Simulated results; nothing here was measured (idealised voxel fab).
process module | voxel spacer lines
cross-section cut | 265 nm wide | cells 5 nm
A cross-section is a grid of square cells, given in bands from the top down. A band is one or more rows of cells.
Each band's line starts with the height of the band's top and of its bottom, in nm. Then come its materials from left to right, each with its width in nm. One material with "throughout" fills the band from edge to edge. "air" is empty space.
Height 0 is the level under which the wafer as received is all one material. The lowest band goes on downwards, as in "0 down".
A width such as "30 to 40" changes by the same amount from each row of cells to the next, from the band's top row to its bottom row.
"no change" after a step means that no cell of the cross-section changed.
closed voids: empty space of 8 cells or more with no open way to the top, each as width x height at its distance from the left edge, in nm
after a step's settings: what the simulator itself notes on the step
overlay nm, on a step with a mask: how far to the right of its planned place the mask lay; to the left if negative
plan
1 op RECEIVE | material Si
2 op CONFORMAL_DEP | material SiO2 | thk nm 10
3 op DIRECTIONAL_DEP | material polySi | thk nm 20
4 op DIRECTIONAL_DEP | material aC | thk nm 20
5 op PATTERN | tone cover | mask id MANDREL | material resist | width nm 20 | pitch nm 60 | thk nm 30 | overlay nm 0
6 op DIRECTIONAL_ETCH | etch materials aC | depth nm 20
7 op STRIP | etch materials resist
8 op CONFORMAL_DEP | material SiN | thk nm 10
9 op DIRECTIONAL_ETCH | etch materials SiN | depth nm 10
10 op STRIP | etch materials aC
11 op DIRECTIONAL_ETCH | etch materials polySi | depth nm 20
12 op STRIP | etch materials SiN
13 op FILL_DEP | material SiO2 | thk nm 5
14 op CMP | height nm 30
as received, after step 1
  0 down: Si throughout
  closed voids: none
first wafer at the end, as planned
  30 to 10: SiO2 50 | polySi 10 | SiO2 20 | polySi 10 | SiO2 20 | polySi 10 | SiO2 20 | polySi 10 | SiO2 20 | polySi 10 | SiO2 20 | polySi 10 | SiO2 55
  10 to 0: SiO2 throughout
  0 down: Si throughout
  closed voids: none
second wafer at the end: like start, like plan, one mistake
  30 to 10: SiO2 45 | polySi 10 | SiO2 30 | polySi 10 | SiO2 10 | polySi 10 | SiO2 30 | polySi 10 | SiO2 10 | polySi 10 | SiO2 30 | polySi 10 | SiO2 50
  10 to 0: SiO2 throughout
  0 down: Si throughout
  closed voids: none
what went wrong: step 5 ran as: op PATTERN | tone cover | mask id MANDREL | material resist | width nm 30 | pitch nm 60 | thk nm 30 | overlay nm 0
at the end the second wafer has, in cells: as many of each material as the first, in other places
